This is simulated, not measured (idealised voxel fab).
process module | voxel gate over fins
cross-section cut | 220 nm wide | cells 5 nm
A cross-section is a grid of square cells, given in bands from the top down. A band is one or more rows of cells.
Each band's line starts with the height of the band's top and of its bottom, in nm. Then come its materials from left to right, each with its width in nm. One material with "throughout" fills the band from edge to edge. "air" is empty space.
Height 0 is the level under which the wafer as received is all one material. The lowest band goes on downwards, as in "0 down".
A width such as "30 to 40" changes by the same amount from each row of cells to the next, from the band's top row to its bottom row.
"no change" after a step means that no cell of the cross-section changed.
closed voids: empty space of 8 cells or more with no open way to the top, each as width x height at its distance from the left edge, in nm
after a step's settings: what the simulator itself notes on the step
overlay nm, on a step with a mask: how far to the right of its planned place the mask lay; to the left if negative
plan
1 op RECEIVE | material Si
2 op CONFORMAL_DEP | material SiN | thk nm 10
3 op DIRECTIONAL_DEP | material aC | thk nm 15
4 op PATTERN | tone cover | mask id FINS | material resist | width nm 15 | pitch nm 45 | thk nm 30 | overlay nm 0
5 op DIRECTIONAL_ETCH | etch materials aC | depth nm 15
6 op STRIP | etch materials resist
7 op DIRECTIONAL_ETCH | etch materials SiN | depth nm 10
8 op DIRECTIONAL_ETCH | etch materials Si | depth nm 30
9 op STRIP | etch materials aC
10 op FILL_DEP | material SiO2 | thk nm 5
11 op CMP | height nm 10
12 op SELECTIVE_ETCH | etch materials SiO2 | depth nm 20
13 op STRIP | etch materials SiN
14 op CONFORMAL_DEP | material HfO2 | thk nm 5
15 op CONFORMAL_DEP | material TiN | thk nm 5
16 op FILL_DEP | material W | thk nm 10
17 op CMP | height nm 15
18 op CONFORMAL_DEP | material SiCN | thk nm 10
as received, after step 1
  0 down: Si throughout
  closed voids: none
a wafer at the end: this start, this plan, one mistake
  25 to 15: SiCN throughout
  15 to 10: W throughout
  10 to 5: W 45 | TiN 35 | W 10 | TiN 35 | W 10 | TiN 35 | W 50
  5 to 0: W 45 | TiN 5 | HfO2 25 | TiN 5 | W 10 | TiN 5 | HfO2 25 | TiN 5 | W 10 | TiN 5 | HfO2 25 | TiN 5 | W 50
  0 to -5: TiN 50 | HfO2 5 | Si 15 | HfO2 5 | TiN 20 | HfO2 5 | Si 15 | HfO2 5 | TiN 20 | HfO2 5 | Si 15 | HfO2 5 | TiN 55
  -5 to -10: HfO2 55 | Si 15 | HfO2 30 | Si 15 | HfO2 30 | Si 15 | HfO2 60
  -10 to -60: SiO2 55 | Si 15 | SiO2 30 | Si 15 | SiO2 30 | Si 15 | SiO2 60
  -60 down: Si throughout
  closed voids: none
what went wrong: step 8 was run twice
